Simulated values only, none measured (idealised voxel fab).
Presented below is a process module, voxel wiring stack.
FYI the section here is cut, 225 nm wide, cells are 5 nm squares.
How to read a cross-section here: the picture is a grid of square cells, written as bands going from the top down, and any band can span one or more rows of cells.
Band: top and bottom heights (nm) first, top before bottom; then materials from left to right, widths in nm. "everywhere" marks a sole material filling the band edge to edge. "air" denotes empty space.
Measure heights from 0. That's the level where, below it, the as-received wafer is all one material. The lowest band is bottomless and extends downward; write it as in "0 down".
A two-number width, for instance "30 to 40", indicates that the width is equal to the first number in the top row of the band and to the second number in the bottom row, and that it changes by a constant amount per row of cells.
Basically "nothing was modified" means that step didn't change any cell in the cross-section.
Each empty space that has no open way to the top and spans at least 8 cells appears under "Voids, sealed" as width x height at distance, the distance counted from the left edge, all in nm.
That trailing text on a step's line, after the settings, is the simulator's own remark on the step.
overlay nm: on a step with a mask, how far right of its planned place the mask lay; negative means left.
Set out below are the planned steps of the process:
- 1: RECEIVE (material Si)
- 2: CONFORMAL_DEP (material SiO2; thk nm 15)
- 3: CONFORMAL_DEP (material SiN; thk nm 5)
- 4: DIRECTIONAL_DEP (material lowk; thk nm 25)
- 5: MASKED_ETCH (tone open; mask id METAL_1; width nm 20; pitch nm 35; etch materials lowk; depth nm 25; overlay nm 0)
- 6: MASKED_ETCH (tone open; mask id METAL_1; width nm 20; pitch nm 35; etch materials SiN; depth nm 5; overlay nm 0)
- 7: CONFORMAL_DEP (material TiN; thk nm 5)
- 8: FILL_DEP (material Cu; thk nm 5)
- 9: CMP (height nm 45)
- 10: CONFORMAL_DEP (material SiCN; thk nm 5)
- 11: DIRECTIONAL_DEP (material lowk; thk nm 20)
- 12: DIRECTIONAL_DEP (material aC; thk nm 15)
- 13: PATTERN (tone open; mask id PLUG_1; material resist; width nm 15; pitch nm 35; thk nm 35; overlay nm 0)
- 14: DIRECTIONAL_ETCH (etch materials aC; depth nm 15)
- 15: STRIP (etch materials resist)
- 16: DIRECTIONAL_ETCH (etch materials lowk; depth nm 20)
- 17: DIRECTIONAL_ETCH (etch materials SiCN; depth nm 5)
- 18: STRIP (etch materials aC)
- 19: EPI (material Ru; thk nm 10)
- 20: EPI (material Ru; thk nm 10)
- 21: EPI (material Ru; thk nm 5)
- 22: DIRECTIONAL_DEP (material TiN; thk nm 5)
- 23: DIRECTIONAL_DEP (material W; thk nm 25)
- 24: MASKED_ETCH (tone cover; mask id METAL_2; width nm 20; pitch nm 35; etch materials W; depth nm 25; overlay nm 0)
- 25: MASKED_ETCH (tone cover; mask id METAL_2; width nm 20; pitch nm 35; etch materials TiN; depth nm 5; overlay nm 0)
- 26: CONFORMAL_DEP (material SiCN; thk nm 5)
- 27: FILL_DEP (material SiO2; thk nm 10)
- 28: CMP (height nm 100)
- 29: CONFORMAL_DEP (material SiCN; thk nm 5)
- 30: DIRECTIONAL_DEP (material SiO2; thk nm 35)
- 31: MASKED_ETCH (tone open; mask id METAL_3_HOLES; width nm 15; pitch nm 35; etch materials SiO2; depth nm 35; overlay nm 0)
- 32: PATTERN (tone open; mask id METAL_3; material resist; width nm 20; pitch nm 35; thk nm 15; overlay nm 0)
- 33: DIRECTIONAL_ETCH (etch materials SiO2; depth nm 20)
- 34: DIRECTIONAL_ETCH (etch materials SiCN; depth nm 5)
- 35: STRIP (etch materials resist)
- 36: CONFORMAL_DEP (material TiN; thk nm 5)
- 37: FILL_DEP (material Cu; thk nm 5)
- 38: CMP (height nm 140)
- 39: CONFORMAL_DEP (material SiCN; thk nm 5)
- 40: DIRECTIONAL_DEP (material lowk; thk nm 15)
- 41: DIRECTIONAL_DEP (material aC; thk nm 10)
- 42: PATTERN (tone open; mask id PLUG_3; material resist; width nm 15; pitch nm 35; thk nm 30; overlay nm 0)
- 43: DIRECTIONAL_ETCH (etch materials aC; depth nm 10)
- 44: STRIP (etch materials resist)
- 45: DIRECTIONAL_ETCH (etch materials lowk; depth nm 15)
- 46: DIRECTIONAL_ETCH (etch materials SiCN; depth nm 5)
- 47: STRIP (etch materials aC)
- 48: EPI (material Ru; thk nm 10)
- 49: EPI (material Ru; thk nm 10)
- 50: CONFORMAL_DEP (material SiCN; thk nm 5)
- 51: DIRECTIONAL_DEP (material lowk; thk nm 20)
- 52: PATTERN (tone open; mask id METAL_4; material resist; width nm 20; pitch nm 35; thk nm 15; overlay nm 0)
- 53: DIRECTIONAL_ETCH (etch materials lowk; depth nm 20)
- 54: DIRECTIONAL_ETCH (etch materials SiCN; depth nm 5)
- 55: STRIP (etch materials resist)
- 56: CONFORMAL_DEP (material TiN; thk nm 5)
- 57: FILL_DEP (material Cu; thk nm 5)
- 58: CMP (height nm 185)
- 59: CONFORMAL_DEP (material SiN; thk nm 5)
Run as planned: first of two wafers:
Cross-section of the wafer upon arrival, representing the state reached after step 1:
  0 down = Si everywhere
  Voids, sealed: none
Step 2 done - wafer cross-section:
  15 to 0 = SiO2 everywhere
  Below 0, no change.
Step 3 done - wafer cross-section:
  20 to 15 = SiN everywhere
  Below 15, no change.
Step 4 done - wafer cross-section:
  45 to 20 = lowk everywhere
  Below 20, no change.
Step 5 done - wafer cross-section:
  45 to 20 = lowk=50; air=20; lowk=15; air=20; lowk=15; air=20; lowk=15; air=20; lowk=50
  Below 20, no change.
Step 6 done - wafer cross-section:
  45 to 20 = lowk=50; air=20; lowk=15; air=20; lowk=15; air=20; lowk=15; air=20; lowk=50
  20 to 15 = SiN=50; air=20; SiN=15; air=20; SiN=15; air=20; SiN=15; air=20; SiN=50
  Below 15, no change.
Step 7 done - wafer cross-section:
  50 to 45 = TiN=55; air=10; TiN=25; air=10; TiN=25; air=10; TiN=25; air=10; TiN=55
  45 to 20 = lowk=50; TiN=5; air=10; TiN=5; lowk=15; TiN=5; air=10; TiN=5; lowk=15; TiN=5; air=10; TiN=5; lowk=15; TiN=5; air=10; TiN=5; lowk=50
  20 to 15 = SiN=50; TiN=20; SiN=15; TiN=20; SiN=15; TiN=20; SiN=15; TiN=20; SiN=50
  Below 15, no change.
Step 8 done - wafer cross-section:
  55 to 50 = Cu everywhere
  50 to 45 = TiN=55; Cu=10; TiN=25; Cu=10; TiN=25; Cu=10; TiN=25; Cu=10; TiN=55
  45 to 20 = lowk=50; TiN=5; Cu=10; TiN=5; lowk=15; TiN=5; Cu=10; TiN=5; lowk=15; TiN=5; Cu=10; TiN=5; lowk=15; TiN=5; Cu=10; TiN=5; lowk=50
  Below 20, no change.
Step 9 done - wafer cross-section:
  45 to 20 = lowk=50; TiN=5; Cu=10; TiN=5; lowk=15; TiN=5; Cu=10; TiN=5; lowk=15; TiN=5; Cu=10; TiN=5; lowk=15; TiN=5; Cu=10; TiN=5; lowk=50
  Below 20, no change.
Step 10 done - wafer cross-section:
  50 to 45 = SiCN everywhere
  Below 45, no change.
Step 11 done - wafer cross-section:
  70 to 50 = lowk everywhere
  Below 50, no change.
Step 12 done - wafer cross-section:
  85 to 70 = aC everywhere
  Below 70, no change.
Step 13 done - wafer cross-section:
  120 to 85 = resist=50; air=15; resist=20; air=15; resist=20; air=15; resist=20; air=15; resist=55
  Below 85, no change.
Step 14 done - wafer cross-section:
  105 to 85 = resist=50; air=15; resist=20; air=15; resist=20; air=15; resist=20; air=15; resist=55
  85 to 70 = aC=50; air=15; aC=20; air=15; aC=20; air=15; aC=20; air=15; aC=55
  Below 70, no change.
Step 15 done - wafer cross-section:
  85 to 70 = aC=50; air=15; aC=20; air=15; aC=20; air=15; aC=20; air=15; aC=55
  Below 70, no change.
Step 16 done - wafer cross-section:
  85 to 70 = aC=50; air=15; aC=20; air=15; aC=20; air=15; aC=20; air=15; aC=55
  70 to 50 = lowk=50; air=15; lowk=20; air=15; lowk=20; air=15; lowk=20; air=15; lowk=55
  Below 50, no change.
Step 17 done - wafer cross-section:
  85 to 70 = aC=50; air=15; aC=20; air=15; aC=20; air=15; aC=20; air=15; aC=55
  70 to 50 = lowk=50; air=15; lowk=20; air=15; lowk=20; air=15; lowk=20; air=15; lowk=55
  50 to 45 = SiCN=50; air=15; SiCN=20; air=15; SiCN=20; air=15; SiCN=20; air=15; SiCN=55
  Below 45, no change.
Step 18 done - wafer cross-section:
  70 to 50 = lowk=50; air=15; lowk=20; air=15; lowk=20; air=15; lowk=20; air=15; lowk=55
  Below 50, no change.
Step 19 done - wafer cross-section:
  70 to 55 = lowk=50; air=15; lowk=20; air=15; lowk=20; air=15; lowk=20; air=15; lowk=55
  55 to 50 = lowk=50; Ru=15; lowk=20; Ru=15; lowk=20; Ru=15; lowk=20; Ru=15; lowk=55
  50 to 45 = SiCN=50; Ru=15; SiCN=20; Ru=15; SiCN=20; Ru=15; SiCN=20; Ru=15; SiCN=55
  Below 45, no change.
Step 20 done - wafer cross-section:
  70 to 65 = lowk=50; air=15; lowk=20; air=15; lowk=20; air=15; lowk=20; air=15; lowk=55
  65 to 50 = lowk=50; Ru=15; lowk=20; Ru=15; lowk=20; Ru=15; lowk=20; Ru=15; lowk=55
  Below 50, no change.
Step 21 done - wafer cross-section:
  70 to 50 = lowk=50; Ru=15; lowk=20; Ru=15; lowk=20; Ru=15; lowk=20; Ru=15; lowk=55
  Below 50, no change.
Step 22 done - wafer cross-section:
  75 to 70 = TiN everywhere
  Below 70, no change.
Step 23 done - wafer cross-section:
  100 to 75 = W everywhere
  Below 75, no change.
Step 24 done - wafer cross-section:
  100 to 75 = air=50; W=20; air=15; W=20; air=15; W=20; air=15; W=20; air=50
  Below 75, no change.
Step 25 done - wafer cross-section:
  100 to 75 = air=50; W=20; air=15; W=20; air=15; W=20; air=15; W=20; air=50
  75 to 70 = air=50; TiN=20; air=15; TiN=20; air=15; TiN=20; air=15; TiN=20; air=50
  Below 70, no change.
Step 26 done - wafer cross-section:
  105 to 100 = air=45; SiCN=30; air=5; SiCN=30; air=5; SiCN=30; air=5; SiCN=30; air=45
  100 to 75 = air=45; SiCN=5; W=20; SiCN=5; air=5; SiCN=5; W=20; SiCN=5; air=5; SiCN=5; W=20; SiCN=5; air=5; SiCN=5; W=20; SiCN=5; air=45
  75 to 70 = SiCN=50; TiN=20; SiCN=15; TiN=20; SiCN=15; TiN=20; SiCN=15; TiN=20; SiCN=50
  Below 70, no change.
Step 27 done - wafer cross-section:
  115 to 105 = SiO2 everywhere
  105 to 100 = SiO2=45; SiCN=30; SiO2=5; SiCN=30; SiO2=5; SiCN=30; SiO2=5; SiCN=30; SiO2=45
  100 to 75 = SiO2=45; SiCN=5; W=20; SiCN=5; SiO2=5; SiCN=5; W=20; SiCN=5; SiO2=5; SiCN=5; W=20; SiCN=5; SiO2=5; SiCN=5; W=20; SiCN=5; SiO2=45
  Below 75, no change.
Step 28 done - wafer cross-section:
  100 to 75 = SiO2=45; SiCN=5; W=20; SiCN=5; SiO2=5; SiCN=5; W=20; SiCN=5; SiO2=5; SiCN=5; W=20; SiCN=5; SiO2=5; SiCN=5; W=20; SiCN=5; SiO2=45
  Below 75, no change.
Step 29 done - wafer cross-section:
  105 to 100 = SiCN everywhere
  Below 100, no change.
Step 30 done - wafer cross-section:
  140 to 105 = SiO2 everywhere
  Below 105, no change.
Step 31 done - wafer cross-section:
  140 to 105 = SiO2=50; air=15; SiO2=20; air=15; SiO2=20; air=15; SiO2=20; air=15; SiO2=55
  Below 105, no change.
Step 32 done - wafer cross-section:
  155 to 140 = resist=50; air=20; resist=15; air=20; resist=15; air=20; resist=15; air=20; resist=50
  Below 140, no change.
Step 33 done - wafer cross-section:
  155 to 140 = resist=50; air=20; resist=15; air=20; resist=15; air=20; resist=15; air=20; resist=50
  140 to 120 = SiO2=50; air=20; SiO2=15; air=20; SiO2=15; air=20; SiO2=15; air=20; SiO2=50
  Below 120, no change.
Step 34 done - wafer cross-section:
  155 to 140 = resist=50; air=20; resist=15; air=20; resist=15; air=20; resist=15; air=20; resist=50
  140 to 120 = SiO2=50; air=20; SiO2=15; air=20; SiO2=15; air=20; SiO2=15; air=20; SiO2=50
  120 to 105 = SiO2=50; air=15; SiO2=20; air=15; SiO2=20; air=15; SiO2=20; air=15; SiO2=55
  105 to 100 = SiCN=50; air=15; SiCN=20; air=15; SiCN=20; air=15; SiCN=20; air=15; SiCN=55
  Below 100, no change.
Step 35 done - wafer cross-section:
  140 to 120 = SiO2=50; air=20; SiO2=15; air=20; SiO2=15; air=20; SiO2=15; air=20; SiO2=50
  Below 120, no change.
Step 36 done - wafer cross-section:
  145 to 140 = TiN=55; air=10; TiN=25; air=10; TiN=25; air=10; TiN=25; air=10; TiN=55
  140 to 125 = SiO2=50; TiN=5; air=10; TiN=5; SiO2=15; TiN=5; air=10; TiN=5; SiO2=15; TiN=5; air=10; TiN=5; SiO2=15; TiN=5; air=10; TiN=5; SiO2=50
  125 to 120 = SiO2=50; TiN=5; air=5; TiN=10; SiO2=15; TiN=5; air=5; TiN=10; SiO2=15; TiN=5; air=5; TiN=10; SiO2=15; TiN=5; air=5; TiN=10; SiO2=50
  120 to 105 = SiO2=50; TiN=5; air=5; TiN=5; SiO2=20; TiN=5; air=5; TiN=5; SiO2=20; TiN=5; air=5; TiN=5; SiO2=20; TiN=5; air=5; TiN=5; SiO2=55
  105 to 100 = SiCN=50; TiN=15; SiCN=20; TiN=15; SiCN=20; TiN=15; SiCN=20; TiN=15; SiCN=55
  Below 100, no change.
Step 37 done - wafer cross-section:
  150 to 145 = Cu everywhere
  145 to 140 = TiN=55; Cu=10; TiN=25; Cu=10; TiN=25; Cu=10; TiN=25; Cu=10; TiN=55
  140 to 125 = SiO2=50; TiN=5; Cu=10; TiN=5; SiO2=15; TiN=5; Cu=10; TiN=5; SiO2=15; TiN=5; Cu=10; TiN=5; SiO2=15; TiN=5; Cu=10; TiN=5; SiO2=50
  125 to 120 = SiO2=50; TiN=5; Cu=5; TiN=10; SiO2=15; TiN=5; Cu=5; TiN=10; SiO2=15; TiN=5; Cu=5; TiN=10; SiO2=15; TiN=5; Cu=5; TiN=10; SiO2=50
  120 to 105 = SiO2=50; TiN=5; Cu=5; TiN=5; SiO2=20; TiN=5; Cu=5; TiN=5; SiO2=20; TiN=5; Cu=5; TiN=5; SiO2=20; TiN=5; Cu=5; TiN=5; SiO2=55
  Below 105, no change.
Step 38 done - wafer cross-section:
  140 to 125 = SiO2=50; TiN=5; Cu=10; TiN=5; SiO2=15; TiN=5; Cu=10; TiN=5; SiO2=15; TiN=5; Cu=10; TiN=5; SiO2=15; TiN=5; Cu=10; TiN=5; SiO2=50
  Below 125, no change.
Step 39 done - wafer cross-section:
  145 to 140 = SiCN everywhere
  Below 140, no change.
Step 40 done - wafer cross-section:
  160 to 145 = lowk everywhere
  Below 145, no change.
Step 41 done - wafer cross-section:
  170 to 160 = aC everywhere
  Below 160, no change.
Step 42 done - wafer cross-section:
  200 to 170 = resist=50; air=15; resist=20; air=15; resist=20; air=15; resist=20; air=15; resist=55
  Below 170, no change.
Step 43 done - wafer cross-section:
  190 to 170 = resist=50; air=15; resist=20; air=15; resist=20; air=15; resist=20; air=15; resist=55
  170 to 160 = aC=50; air=15; aC=20; air=15; aC=20; air=15; aC=20; air=15; aC=55
  Below 160, no change.
Step 44 done - wafer cross-section:
  170 to 160 = aC=50; air=15; aC=20; air=15; aC=20; air=15; aC=20; air=15; aC=55
  Below 160, no change.
Step 45 done - wafer cross-section:
  170 to 160 = aC=50; air=15; aC=20; air=15; aC=20; air=15; aC=20; air=15; aC=55
  160 to 145 = lowk=50; air=15; lowk=20; air=15; lowk=20; air=15; lowk=20; air=15; lowk=55
  Below 145, no change.
Step 46 done - wafer cross-section:
  170 to 160 = aC=50; air=15; aC=20; air=15; aC=20; air=15; aC=20; air=15; aC=55
  160 to 145 = lowk=50; air=15; lowk=20; air=15; lowk=20; air=15; lowk=20; air=15; lowk=55
  145 to 140 = SiCN=50; air=15; SiCN=20; air=15; SiCN=20; air=15; SiCN=20; air=15; SiCN=55
  Below 140, no change.
Step 47 done - wafer cross-section:
  160 to 145 = lowk=50; air=15; lowk=20; air=15; lowk=20; air=15; lowk=20; air=15; lowk=55
  Below 145, no change.
Step 48 done - wafer cross-section:
  160 to 150 = lowk=50; air=15; lowk=20; air=15; lowk=20; air=15; lowk=20; air=15; lowk=55
  150 to 145 = lowk=50; Ru=15; lowk=20; Ru=15; lowk=20; Ru=15; lowk=20; Ru=15; lowk=55
  145 to 140 = SiCN=50; Ru=15; SiCN=20; Ru=15; SiCN=20; Ru=15; SiCN=20; Ru=15; SiCN=55
  Below 140, no change.
Step 49 done - wafer cross-section:
  160 to 145 = lowk=50; Ru=15; lowk=20; Ru=15; lowk=20; Ru=15; lowk=20; Ru=15; lowk=55
  Below 145, no change.
Step 50 done - wafer cross-section:
  165 to 160 = SiCN everywhere
  Below 160, no change.
Step 51 done - wafer cross-section:
  185 to 165 = lowk everywhere
  Below 165, no change.
Step 52 done - wafer cross-section:
  200 to 185 = resist=50; air=20; resist=15; air=20; resist=15; air=20; resist=15; air=20; resist=50
  Below 185, no change.
Step 53 done - wafer cross-section:
  200 to 185 = resist=50; air=20; resist=15; air=20; resist=15; air=20; resist=15; air=20; resist=50
  185 to 165 = lowk=50; air=20; lowk=15; air=20; lowk=15; air=20; lowk=15; air=20; lowk=50
  Below 165, no change.
Step 54 done - wafer cross-section:
  200 to 185 = resist=50; air=20; resist=15; air=20; resist=15; air=20; resist=15; air=20; resist=50
  185 to 165 = lowk=50; air=20; lowk=15; air=20; lowk=15; air=20; lowk=15; air=20; lowk=50
  165 to 160 = SiCN=50; air=20; SiCN=15; air=20; SiCN=15; air=20; SiCN=15; air=20; SiCN=50
  Below 160, no change.
Step 55 done - wafer cross-section:
  185 to 165 = lowk=50; air=20; lowk=15; air=20; lowk=15; air=20; lowk=15; air=20; lowk=50
  Below 165, no change.
Step 56 done - wafer cross-section:
  190 to 185 = TiN=55; air=10; TiN=25; air=10; TiN=25; air=10; TiN=25; air=10; TiN=55
  185 to 165 = lowk=50; TiN=5; air=10; TiN=5; lowk=15; TiN=5; air=10; TiN=5; lowk=15; TiN=5; air=10; TiN=5; lowk=15; TiN=5; air=10; TiN=5; lowk=50
  165 to 160 = SiCN=50; TiN=20; SiCN=15; TiN=20; SiCN=15; TiN=20; SiCN=15; TiN=20; SiCN=50
  Below 160, no change.
Step 57 done - wafer cross-section:
  195 to 190 = Cu everywhere
  190 to 185 = TiN=55; Cu=10; TiN=25; Cu=10; TiN=25; Cu=10; TiN=25; Cu=10; TiN=55
  185 to 165 = lowk=50; TiN=5; Cu=10; TiN=5; lowk=15; TiN=5; Cu=10; TiN=5; lowk=15; TiN=5; Cu=10; TiN=5; lowk=15; TiN=5; Cu=10; TiN=5; lowk=50
  Below 165, no change.
Step 58 done - wafer cross-section:
  185 to 165 = lowk=50; TiN=5; Cu=10; TiN=5; lowk=15; TiN=5; Cu=10; TiN=5; lowk=15; TiN=5; Cu=10; TiN=5; lowk=15; TiN=5; Cu=10; TiN=5; lowk=50
  Below 165, no change.
Step 59 done - wafer cross-section:
  190 to 185 = SiN everywhere
  Below 185, no change.
The second wafer began exactly as the first did and followed the same plan, but one mistake was made while running it; through step 31 inclusive, the two wafers are identical:
Second wafer at the planned finish of step 32, seen in cross-section:
  155 to 140 = resist=55; air=15; resist=20; air=15; resist=20; air=15; resist=20; air=15; resist=50
  140 to 105 = SiO2=50; resist=5; air=10; SiO2=20; resist=5; air=10; SiO2=20; resist=5; air=10; SiO2=20; resist=5; air=10; SiO2=55
  Below 105, no change.
Second wafer at the planned finish of step 33, seen in cross-section:
  155 to 140 = resist=55; air=15; resist=20; air=15; resist=20; air=15; resist=20; air=15; resist=50
  140 to 120 = SiO2=50; resist=5; air=15; SiO2=15; resist=5; air=15; SiO2=15; resist=5; air=15; SiO2=15; resist=5; air=15; SiO2=50
  Below 120, no change.
Second wafer at the planned finish of step 34, seen in cross-section:
  155 to 140 = resist=55; air=15; resist=20; air=15; resist=20; air=15; resist=20; air=15; resist=50
  140 to 120 = SiO2=50; resist=5; air=15; SiO2=15; resist=5; air=15; SiO2=15; resist=5; air=15; SiO2=15; resist=5; air=15; SiO2=50
  120 to 105 = SiO2=50; resist=5; air=10; SiO2=20; resist=5; air=10; SiO2=20; resist=5; air=10; SiO2=20; resist=5; air=10; SiO2=55
  105 to 100 = SiCN=55; air=10; SiCN=25; air=10; SiCN=25; air=10; SiCN=25; air=10; SiCN=55
  Below 100, no change.
Second wafer at the planned finish of step 35, seen in cross-section:
  140 to 120 = SiO2=50; air=20; SiO2=15; air=20; SiO2=15; air=20; SiO2=15; air=20; SiO2=50
  120 to 105 = SiO2=50; air=15; SiO2=20; air=15; SiO2=20; air=15; SiO2=20; air=15; SiO2=55
  Below 105, no change.
Second wafer at the planned finish of step 36, seen in cross-section:
  145 to 140 = TiN=55; air=10; TiN=25; air=10; TiN=25; air=10; TiN=25; air=10; TiN=55
  140 to 125 = SiO2=50; TiN=5; air=10; TiN=5; SiO2=15; TiN=5; air=10; TiN=5; SiO2=15; TiN=5; air=10; TiN=5; SiO2=15; TiN=5; air=10; TiN=5; SiO2=50
  125 to 120 = SiO2=50; TiN=5; air=5; TiN=10; SiO2=15; TiN=5; air=5; TiN=10; SiO2=15; TiN=5; air=5; TiN=10; SiO2=15; TiN=5; air=5; TiN=10; SiO2=50
  120 to 110 = SiO2=50; TiN=5; air=5; TiN=5; SiO2=20; TiN=5; air=5; TiN=5; SiO2=20; TiN=5; air=5; TiN=5; SiO2=20; TiN=5; air=5; TiN=5; SiO2=55
  110 to 105 = SiO2=50; TiN=15; SiO2=20; TiN=15; SiO2=20; TiN=15; SiO2=20; TiN=15; SiO2=55
  105 to 100 = SiCN=55; TiN=10; SiCN=25; TiN=10; SiCN=25; TiN=10; SiCN=25; TiN=10; SiCN=55
  Below 100, no change.
Second wafer at the planned finish of step 37, seen in cross-section:
  150 to 145 = Cu everywhere
  145 to 140 = TiN=55; Cu=10; TiN=25; Cu=10; TiN=25; Cu=10; TiN=25; Cu=10; TiN=55
  140 to 125 = SiO2=50; TiN=5; Cu=10; TiN=5; SiO2=15; TiN=5; Cu=10; TiN=5; SiO2=15; TiN=5; Cu=10; TiN=5; SiO2=15; TiN=5; Cu=10; TiN=5; SiO2=50
  125 to 120 = SiO2=50; TiN=5; Cu=5; TiN=10; SiO2=15; TiN=5; Cu=5; TiN=10; SiO2=15; TiN=5; Cu=5; TiN=10; SiO2=15; TiN=5; Cu=5; TiN=10; SiO2=50
  120 to 110 = SiO2=50; TiN=5; Cu=5; TiN=5; SiO2=20; TiN=5; Cu=5; TiN=5; SiO2=20; TiN=5; Cu=5; TiN=5; SiO2=20; TiN=5; Cu=5; TiN=5; SiO2=55
  Below 110, no change.
Second wafer at the planned finish of step 38, seen in cross-section:
  140 to 125 = SiO2=50; TiN=5; Cu=10; TiN=5; SiO2=15; TiN=5; Cu=10; TiN=5; SiO2=15; TiN=5; Cu=10; TiN=5; SiO2=15; TiN=5; Cu=10; TiN=5; SiO2=50
  Below 125, no change.
Second wafer at the planned finish of step 39, seen in cross-section:
  145 to 140 = SiCN everywhere
  Below 140, no change.
Second wafer at the planned finish of step 40, seen in cross-section:
  160 to 145 = lowk everywhere
  Below 145, no change.
Second wafer at the planned finish of step 41, seen in cross-section:
  170 to 160 = aC everywhere
  Below 160, no change.
Second wafer at the planned finish of step 42, seen in cross-section:
  200 to 170 = resist=50; air=15; resist=20; air=15; resist=20; air=15; resist=20; air=15; resist=55
  Below 170, no change.
Second wafer at the planned finish of step 43, seen in cross-section:
  190 to 170 = resist=50; air=15; resist=20; air=15; resist=20; air=15; resist=20; air=15; resist=55
  170 to 160 = aC=50; air=15; aC=20; air=15; aC=20; air=15; aC=20; air=15; aC=55
  Below 160, no change.
Second wafer at the planned finish of step 44, seen in cross-section:
  170 to 160 = aC=50; air=15; aC=20; air=15; aC=20; air=15; aC=20; air=15; aC=55
  Below 160, no change.
Second wafer at the planned finish of step 45, seen in cross-section:
  170 to 160 = aC=50; air=15; aC=20; air=15; aC=20; air=15; aC=20; air=15; aC=55
  160 to 145 = lowk=50; air=15; lowk=20; air=15; lowk=20; air=15; lowk=20; air=15; lowk=55
  Below 145, no change.
Second wafer at the planned finish of step 46, seen in cross-section:
  170 to 160 = aC=50; air=15; aC=20; air=15; aC=20; air=15; aC=20; air=15; aC=55
  160 to 145 = lowk=50; air=15; lowk=20; air=15; lowk=20; air=15; lowk=20; air=15; lowk=55
  145 to 140 = SiCN=50; air=15; SiCN=20; air=15; SiCN=20; air=15; SiCN=20; air=15; SiCN=55
  Below 140, no change.
Second wafer at the planned finish of step 47, seen in cross-section:
  160 to 145 = lowk=50; air=15; lowk=20; air=15; lowk=20; air=15; lowk=20; air=15; lowk=55
  Below 145, no change.
Second wafer at the planned finish of step 48, seen in cross-section:
  160 to 150 = lowk=50; air=15; lowk=20; air=15; lowk=20; air=15; lowk=20; air=15; lowk=55
  150 to 145 = lowk=50; Ru=15; lowk=20; Ru=15; lowk=20; Ru=15; lowk=20; Ru=15; lowk=55
  145 to 140 = SiCN=50; Ru=15; SiCN=20; Ru=15; SiCN=20; Ru=15; SiCN=20; Ru=15; SiCN=55
  Below 140, no change.
Second wafer at the planned finish of step 49, seen in cross-section:
  160 to 145 = lowk=50; Ru=15; lowk=20; Ru=15; lowk=20; Ru=15; lowk=20; Ru=15; lowk=55
  Below 145, no change.
Second wafer at the planned finish of step 50, seen in cross-section:
  165 to 160 = SiCN everywhere
  Below 160, no change.
Second wafer at the planned finish of step 51, seen in cross-section:
  185 to 165 = lowk everywhere
  Below 165, no change.
Second wafer at the planned finish of step 52, seen in cross-section:
  200 to 185 = resist=50; air=20; resist=15; air=20; resist=15; air=20; resist=15; air=20; resist=50
  Below 185, no change.
Second wafer at the planned finish of step 53, seen in cross-section:
  200 to 185 = resist=50; air=20; resist=15; air=20; resist=15; air=20; resist=15; air=20; resist=50
  185 to 165 = lowk=50; air=20; lowk=15; air=20; lowk=15; air=20; lowk=15; air=20; lowk=50
  Below 165, no change.
Second wafer at the planned finish of step 54, seen in cross-section:
  200 to 185 = resist=50; air=20; resist=15; air=20; resist=15; air=20; resist=15; air=20; resist=50
  185 to 165 = lowk=50; air=20; lowk=15; air=20; lowk=15; air=20; lowk=15; air=20; lowk=50
  165 to 160 = SiCN=50; air=20; SiCN=15; air=20; SiCN=15; air=20; SiCN=15; air=20; SiCN=50
  Below 160, no change.
Second wafer at the planned finish of step 55, seen in cross-section:
  185 to 165 = lowk=50; air=20; lowk=15; air=20; lowk=15; air=20; lowk=15; air=20; lowk=50
  Below 165, no change.
Second wafer at the planned finish of step 56, seen in cross-section:
  190 to 185 = TiN=55; air=10; TiN=25; air=10; TiN=25; air=10; TiN=25; air=10; TiN=55
  185 to 165 = lowk=50; TiN=5; air=10; TiN=5; lowk=15; TiN=5; air=10; TiN=5; lowk=15; TiN=5; air=10; TiN=5; lowk=15; TiN=5; air=10; TiN=5; lowk=50
  165 to 160 = SiCN=50; TiN=20; SiCN=15; TiN=20; SiCN=15; TiN=20; SiCN=15; TiN=20; SiCN=50
  Below 160, no change.
Second wafer at the planned finish of step 57, seen in cross-section:
  195 to 190 = Cu everywhere
  190 to 185 = TiN=55; Cu=10; TiN=25; Cu=10; TiN=25; Cu=10; TiN=25; Cu=10; TiN=55
  185 to 165 = lowk=50; TiN=5; Cu=10; TiN=5; lowk=15; TiN=5; Cu=10; TiN=5; lowk=15; TiN=5; Cu=10; TiN=5; lowk=15; TiN=5; Cu=10; TiN=5; lowk=50
  Below 165, no change.
Second wafer at the planned finish of step 58, seen in cross-section:
  185 to 165 = lowk=50; TiN=5; Cu=10; TiN=5; lowk=15; TiN=5; Cu=10; TiN=5; lowk=15; TiN=5; Cu=10; TiN=5; lowk=15; TiN=5; Cu=10; TiN=5; lowk=50
  Below 165, no change.
Second wafer at the planned finish of step 59, seen in cross-section:
  190 to 185 = SiN everywhere
  Below 185, no change.
Processing error: off-plan run, step 32, actual operation and settings PATTERN (tone open; mask id METAL_3; material resist; width nm 15; pitch nm 35; thk nm 15; overlay nm 0)
Once processing is complete, comparing cell counts shows that the second wafer has more or fewer of certain materials than the first: -4 Cu, +4 SiCN
